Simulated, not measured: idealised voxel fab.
The process module that follows is named voxel self aligned contacts.
Square cell edge 5 nm, section width 170 nm, ID cut.
Cross-section = grid of square cells, listed top down in bands; band = one or more rows.
The entry gives the band's vertical extent as a top height and a bottom height in nm, then its horizontal make-up as materials from left to right, each with a width in nm. "empty" stands for empty space; a single material marked "all across" fills the band edge to edge.
We count height from 0. Below that, the starting wafer is all one material. The lowest band never ends at the bottom but goes on down; see "z 0 and below" for how that is written.
Per-row width for "30 to 40": begins at first number (top row of band), ends at second number (bottom row), increment between rows held constant.
It should be understood that the words "no alterations made", when stated for a given step, signify that the cross-section underwent no change in any of its cells during that step.
"Closed void inventory" contains a list of empty spaces, each no smaller than 8 cells and without an open way to the top, written in the form width x height at distance with the distance from the left edge and all three in nm.
On a step's line, text after the settings is the simulator commenting on that step.
Among the settings permitted on a step's line is "overlay nm"; applied to a step with a mask, it specifies the extent to which the mask lay to the right of its planned position, whereas a negative figure signifies a position to the left.

# This section lists the process steps that were planned
1 RECEIVE, material Si
2 OXIDIZE, depth nm 5
3 DIRECTIONAL_DEP, material polySi, thk nm 30
4 DIRECTIONAL_DEP, material SiN, thk nm 20
5 PATTERN, tone cover, mask id GATE, material resist, width nm 25, pitch nm 50, thk nm 20, overlay nm 0
6 DIRECTIONAL_ETCH, etch materials SiN, depth nm 20
7 DIRECTIONAL_ETCH, etch materials polySi, depth nm 30
8 STRIP, etch materials resist
9 CONFORMAL_DEP, material SiN, thk nm 5
10 DIRECTIONAL_ETCH, etch materials SiN, depth nm 5
11 FILL_DEP, material SiO2, thk nm 15
12 CMP, height nm 55
13 MASKED_ETCH, tone open, mask id CONTACT, width nm 35, etch materials SiO2, depth nm 60, overlay nm 0
14 CONFORMAL_DEP, material TiN, thk nm 5
15 FILL_DEP, material W, thk nm 10
16 CMP, height nm 55
17 CONFORMAL_DEP, material SiCN, thk nm 5

# Shown in cross-section is the wafer as received, that is, as it stands after step 1
* z 0 and below | Si all across
* Closed void inventory: none

# Cross-sectional result after module completion. Note: starting condition and plan are unchanged from above; one processing mistake was made
* z 60 to 55 | SiCN all across
* z 55 to 50 | 65 of SiO2 | 15 of TiN | 5 of W | 15 of TiN | 70 of SiO2
* z 50 to 40 | 40 of SiO2 | 35 of SiN | 5 of TiN | 5 of W | 5 of TiN | 35 of SiN | 45 of SiO2
* z 40 to 35 | 40 of SiO2 | 35 of SiN | 15 of TiN | 35 of SiN | 45 of SiO2
* z 35 to 30 | SiN all across
* z 30 to 0 | polySi all across
* z 0 to -5 | SiO2 all across
* z -5 and below | Si all across
* Closed void inventory: none
In executing the process, a mistake was made relative to the plan: in deviation from the planned setting, step 6 was conducted as DIRECTIONAL_ETCH, etch materials SiN, depth nm 15
